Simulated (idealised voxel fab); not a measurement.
This section sets out a process module, namely voxel spacer lines.
Xsec cut, 270 nm wide, square cell size 5 nm.
For the purposes of this document, a cross-section shall be understood as a grid of square cells, specified as bands listed in top-to-bottom order, each band consisting of one or more rows of cells.
Band: top and bottom heights (nm) first, top before bottom; then materials from left to right, widths in nm. "everywhere" marks a sole material filling the band edge to edge. "air" denotes empty space.
Note: height 0 marks the level under which the wafer is uniformly one material as received. Lowest band unbounded below, written "from 0 down".
Think of "30 to 40" as a width that walks from the first number to the second as you go down the band, top row to bottom row, taking equal-sized steps from row to row.
Given "no modification" for a step, no cell of the cross-section differs between before and after that step.
Entry "Closed void register" = empty spaces >= 8 cells with no open way to the top; each as width x height at distance, distance from left edge, all nm.
Where a step's line continues beyond its settings, the continuation is a remark by the simulator itself on that step.
A step's line can hold "overlay nm"; with a mask on that step, the setting says how far right of the planned place the mask lay, while a negative setting says it lay to the left.
## Here's what the planned process steps look like
1) RECEIVE, material Si
2) CONFORMAL_DEP, material Al2O3, thk nm 5
3) DIRECTIONAL_DEP, material SiN, thk nm 15
4) DIRECTIONAL_DEP, material aC, thk nm 20
5) PATTERN, tone cover, mask id MANDREL, material resist, width nm 25, pitch nm 70, thk nm 25, overlay nm 0
6) DIRECTIONAL_ETCH, etch materials aC, depth nm 20
7) STRIP, etch materials resist
8) CONFORMAL_DEP, material SiO2, thk nm 10
9) DIRECTIONAL_ETCH, etch materials SiO2, depth nm 10
10) STRIP, etch materials aC
11) DIRECTIONAL_ETCH, etch materials SiN, depth nm 15
12) STRIP, etch materials SiO2
13) FILL_DEP, material SiO2, thk nm 10
14) CMP, height nm 10
Wafers differ in height nm at step 14; plan lists the first wafer's value; identical starting state.
## Cross-section, first of several wafers, as delivered after step 1
- from 0 down  Si everywhere
- Closed void register: none
## each wafer at the end: cells of each material gained (+) or lost (-) since it was received, then its closed voids
height nm 10; +54 Al2O3; +12 SiN; +42 SiO2; Closed void register: none
height nm 15; +54 Al2O3; +24 SiN; +84 SiO2; Closed void register: none
height nm 20; +54 Al2O3; +36 SiN; +126 SiO2; Closed void register: none
height nm 25; +54 Al2O3; +36 SiN; +180 SiO2; Closed void register: none
height nm 30; +54 Al2O3; +36 SiN; +234 SiO2; Closed void register: none
